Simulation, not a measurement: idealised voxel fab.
The following process module bears the name voxel released beams.
We display cut, a cross-section 295 nm in width whose square cells are each 5 nm.
Cross-section = grid of square cells, listed top down in bands; band = one or more rows.
A band entry consists of two parts. The first gives the height of the band's top and the height of its bottom, in nm. The rest lists the band's materials from left to right, each with its width in nm. A single material labelled with the word "everywhere" fills the band from edge to edge, and the word "air" marks empty space.
The level at which height equals 0 is the one under which the wafer, as it arrives, is entirely one material. No lower edge exists for the bottom band, which continues downward and is notated as in "0 -> down".
Width "30..40": first value at the band's top row of cells, second value at its bottom row, equal change from row to row.
Basically "nothing was modified" means that step didn't change any cell in the cross-section.
"closed voids" enumerates empty spaces isolated from the top, with no open way to it, that contain at least 8 cells, giving each as width x height at distance from the left edge, all three in nm.
If you see something after the settings on a step's line, that's the simulator's own remark about that step.
"overlay nm" denotes, for a step that has a mask, the displacement of the mask to the right of its planned place, with negative values corresponding to the left.
BELOW IS THE LIST OF PLANNED PROCESS STEPS
1) RECEIVE, material Si
2) CONFORMAL_DEP, material SiN, thk nm 5
3) DIRECTIONAL_DEP, material SiO2, thk nm 10
4) MASKED_ETCH, tone open, mask id ANCHOR, width nm 45, etch materials SiO2, depth nm 10, overlay nm 0
5) CONFORMAL_DEP, material TiN, thk nm 15
6) PATTERN, tone cover, mask id BEAM, material resist, width nm 105, thk nm 15, overlay nm 0
7) DIRECTIONAL_ETCH, etch materials TiN, depth nm 15
8) STRIP, etch materials resist
9) STRIP, etch materials SiO2
INCOMING WAFER, CROSS-SECTIONAL VIEW, POST STEP 1
* 0 -> down  Si everywhere
* closed voids: none
WAFER CROSS-SECTION AT END OF MODULE: START AND PLAN AS SHOWN ABOVE, ONE EXECUTION ERROR
* 25 -> 15  air (90) | TiN (15) | air (25) | TiN (65) | air (100)
* 15 -> 5  air (95) | TiN (45) | air (155)
* 5 -> 0  SiN everywhere
* 0 -> down  Si everywhere
* closed voids: none
Finding, execution versus plan: step 5 was run on a setting that differed from the plan, and what really ran there is CONFORMAL_DEP, material TiN, thk nm 10
